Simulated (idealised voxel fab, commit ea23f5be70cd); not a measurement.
voxel transistor to metal: a process module
The cross-section shown here is cut; it is 280 nm wide and divided into square cells measuring 5 nm on a side.
A cross-section is written here as square cells arranged in a grid, and it is given in bands from the top down, each band taking up one or more rows of cells.
The entry gives the band's vertical extent as a top height and a bottom height in nm, then its horizontal make-up as materials from left to right, each with a width in nm. "blank" stands for empty space; a single material marked "edge to edge" fills the band edge to edge.
Heads up on the height convention: 0 is the point under which the incoming wafer is all one material, and the lowest band has no bottom, it just keeps going down, like "top 0, no bottom".
Quick explanation for "30->40": the width changes in equal steps down the rows of cells, from the first number in the band's top row to the second number in its bottom row.
"no modification" (step): cross-section cells unchanged, all of them.
This entry, "Sealed voids", enumerates those empty regions of no fewer than 8 cells that possess no open connection to the top. Each region is reported in the form width x height at distance, the distance being taken from the left edge, with all three quantities expressed in nm.
Text after the settings on a step's line: the simulator's own remark on that step.
A step's line can hold "overlay nm"; with a mask on that step, the setting says how far right of the planned place the mask lay, while a negative setting says it lay to the left.

THIS SECTION LISTS THE PROCESS STEPS THAT WERE PLANNED
1) RECEIVE, material Si
2) OXIDIZE, depth nm 5
3) CONFORMAL_DEP, material SiN, thk nm 10
4) MASKED_ETCH, tone cover, mask id ACTIVE, width nm 110, pitch nm 130, etch materials SiN, depth nm 10, overlay nm 0
5) MASKED_ETCH, tone cover, mask id ACTIVE, width nm 110, pitch nm 130, etch materials SiO2, depth nm 5, overlay nm 0
6) MASKED_ETCH, tone cover, mask id ACTIVE, width nm 110, pitch nm 130, etch materials Si, depth nm 35, overlay nm 0
7) FILL_DEP, material SiO2, thk nm 5
8) CMP, height nm 10
9) SELECTIVE_ETCH, etch materials SiO2, depth nm 5
10) STRIP, etch materials SiN
11) SELECTIVE_ETCH, etch materials SiO2, depth nm 5
12) OXIDIZE, depth nm 5
13) DIRECTIONAL_DEP, material polySi, thk nm 20
14) DIRECTIONAL_DEP, material SiCN, thk nm 15
15) DIRECTIONAL_DEP, material aC, thk nm 10
16) PATTERN, tone cover, mask id GATE, material resist, width nm 20, pitch nm 130, thk nm 30, overlay nm 0
17) DIRECTIONAL_ETCH, etch materials aC, depth nm 10
18) STRIP, etch materials resist
19) DIRECTIONAL_ETCH, etch materials SiCN, depth nm 25
20) DIRECTIONAL_ETCH, etch materials polySi, depth nm 30
21) STRIP, etch materials aC
22) CONFORMAL_DEP, material SiO2, thk nm 5
23) DIRECTIONAL_ETCH, etch materials SiO2, depth nm 5
24) CONFORMAL_DEP, material SiN, thk nm 5
25) DIRECTIONAL_ETCH, etch materials SiN, depth nm 5
26) DIRECTIONAL_ETCH, etch materials SiO2, depth nm 5
27) DIRECTIONAL_ETCH, etch materials Si, depth nm 15
28) EPI, material SiGe, thk nm 15
29) FILL_DEP, material SiO2, thk nm 10
30) CMP, height nm 30
31) DIRECTIONAL_DEP, material SiO2, thk nm 15
32) MASKED_ETCH, tone open, mask id CONTACT, width nm 15, etch materials SiO2, depth nm 40, overlay nm 0
33) CONFORMAL_DEP, material TiN, thk nm 5
34) FILL_DEP, material Ru, thk nm 5
35) CMP, height nm 45
36) CONFORMAL_DEP, material SiN, thk nm 5
37) DIRECTIONAL_DEP, material lowk, thk nm 15
38) PATTERN, tone open, mask id METAL_1, material resist, width nm 15, thk nm 15, overlay nm 0
39) DIRECTIONAL_ETCH, etch materials lowk, depth nm 15
40) DIRECTIONAL_ETCH, etch materials SiN, depth nm 5
41) STRIP, etch materials resist
42) CONFORMAL_DEP, material TiN, thk nm 5
43) FILL_DEP, material W, thk nm 5
44) CMP, height nm 65
45) EPI, material Ru, thk nm 5
46) FILL_DEP, material SiCN, thk nm 5

INCOMING WAFER, CROSS-SECTIONAL VIEW, POST STEP 1
  top 0, no bottom  Si edge to edge
  Sealed voids: none

LOOK AT THE CROSS-SECTION AFTER THE MODULE: THE WAFER STARTED OUT THE WAY SHOWN ABOVE AND THE PLAN WAS THE ONE SHOWN ABOVE, YET ONE MISTAKE WAS MADE ALONG THE WAY
  top 75, bottom 70  SiCN edge to edge
  top 70, bottom 65  25 nm SiCN | 25 nm Ru | 50 nm SiCN | 25 nm Ru | 30 nm SiCN | 25 nm Ru | 50 nm SiCN | 25 nm Ru | 25 nm SiCN
  top 65, bottom 55  30 nm lowk | 5 nm TiN | 5 nm W | 5 nm TiN | 60 nm lowk | 5 nm TiN | 5 nm W | 5 nm TiN | 40 nm lowk | 5 nm TiN | 5 nm W | 5 nm TiN | 60 nm lowk | 5 nm TiN | 5 nm W | 5 nm TiN | 30 nm lowk
  top 55, bottom 50  30 nm lowk | 15 nm TiN | 60 nm lowk | 15 nm TiN | 40 nm lowk | 15 nm TiN | 60 nm lowk | 15 nm TiN | 30 nm lowk
  top 50, bottom 45  SiO2 edge to edge
  top 45, bottom 30  30 nm SiO2 | 5 nm TiN | 5 nm Ru | 5 nm TiN | 60 nm SiO2 | 5 nm TiN | 5 nm Ru | 5 nm TiN | 40 nm SiO2 | 5 nm TiN | 5 nm Ru | 5 nm TiN | 60 nm SiO2 | 5 nm TiN | 5 nm Ru | 5 nm TiN | 30 nm SiO2
  top 30, bottom 15  30 nm SiO2 | 5 nm TiN | 5 nm Ru | 5 nm TiN | 10 nm SiO2 | 5 nm SiN | 5 nm SiO2 | 20 nm SiCN | 5 nm SiO2 | 5 nm SiN | 10 nm SiO2 | 5 nm TiN | 5 nm Ru | 5 nm TiN | 40 nm SiO2 | 5 nm TiN | 5 nm Ru | 5 nm TiN | 10 nm SiO2 | 5 nm SiN | 5 nm SiO2 | 20 nm SiCN | 5 nm SiO2 | 5 nm SiN | 10 nm SiO2 | 5 nm TiN | 5 nm Ru | 5 nm TiN | 30 nm SiO2
  top 15, bottom 10  30 nm SiO2 | 5 nm TiN | 5 nm Ru | 5 nm TiN | 10 nm SiO2 | 5 nm SiN | 5 nm SiO2 | 20 nm polySi | 5 nm SiO2 | 5 nm SiN | 10 nm SiO2 | 5 nm TiN | 5 nm Ru | 5 nm TiN | 40 nm SiO2 | 5 nm TiN | 5 nm Ru | 5 nm TiN | 10 nm SiO2 | 5 nm SiN | 5 nm SiO2 | 20 nm polySi | 5 nm SiO2 | 5 nm SiN | 10 nm SiO2 | 5 nm TiN | 5 nm Ru | 5 nm TiN | 30 nm SiO2
  top 10, bottom 5  30 nm SiO2 | 15 nm TiN | 10 nm SiO2 | 5 nm SiN | 5 nm SiO2 | 20 nm polySi | 5 nm SiO2 | 5 nm SiN | 10 nm SiO2 | 15 nm TiN | 40 nm SiO2 | 15 nm TiN | 10 nm SiO2 | 5 nm SiN | 5 nm SiO2 | 20 nm polySi | 5 nm SiO2 | 5 nm SiN | 10 nm SiO2 | 15 nm TiN | 30 nm SiO2
  top 5, bottom 0  20 nm SiO2 | 35 nm SiGe | 5 nm SiN | 5 nm SiO2 | 20 nm polySi | 5 nm SiO2 | 5 nm SiN | 35 nm SiGe | 20 nm SiO2 | 35 nm SiGe | 5 nm SiN | 5 nm SiO2 | 20 nm polySi | 5 nm SiO2 | 5 nm SiN | 35 nm SiGe | 20 nm SiO2
  top 0, bottom -5  20 nm SiO2 | 5 nm SiN | 30 nm SiGe | 5 nm SiN | 5 nm SiO2 | 20 nm polySi | 5 nm SiO2 | 5 nm SiN | 30 nm SiGe | 5 nm SiN | 20 nm SiO2 | 5 nm SiN | 30 nm SiGe | 5 nm SiN | 5 nm SiO2 | 20 nm polySi | 5 nm SiO2 | 5 nm SiN | 30 nm SiGe | 5 nm SiN | 20 nm SiO2
  top -5, bottom -10  25 nm SiO2 | 30 nm SiGe | 40 nm SiO2 | 30 nm SiGe | 30 nm SiO2 | 30 nm SiGe | 40 nm SiO2 | 30 nm SiGe | 25 nm SiO2
  top -10, bottom -25  20 nm SiO2 | 5 nm Si | 30 nm SiGe | 40 nm Si | 30 nm SiGe | 5 nm Si | 20 nm SiO2 | 5 nm Si | 30 nm SiGe | 40 nm Si | 30 nm SiGe | 5 nm Si | 20 nm SiO2
  top -25, bottom -40  20 nm SiO2 | 110 nm Si | 20 nm SiO2 | 110 nm Si | 20 nm SiO2
  top -40, no bottom  Si edge to edge
  Sealed voids: none
Where did the run depart from the plan? step 36 ran differently from the plan; actual operation with settings: CONFORMAL_DEP, material SiO2, thk nm 5
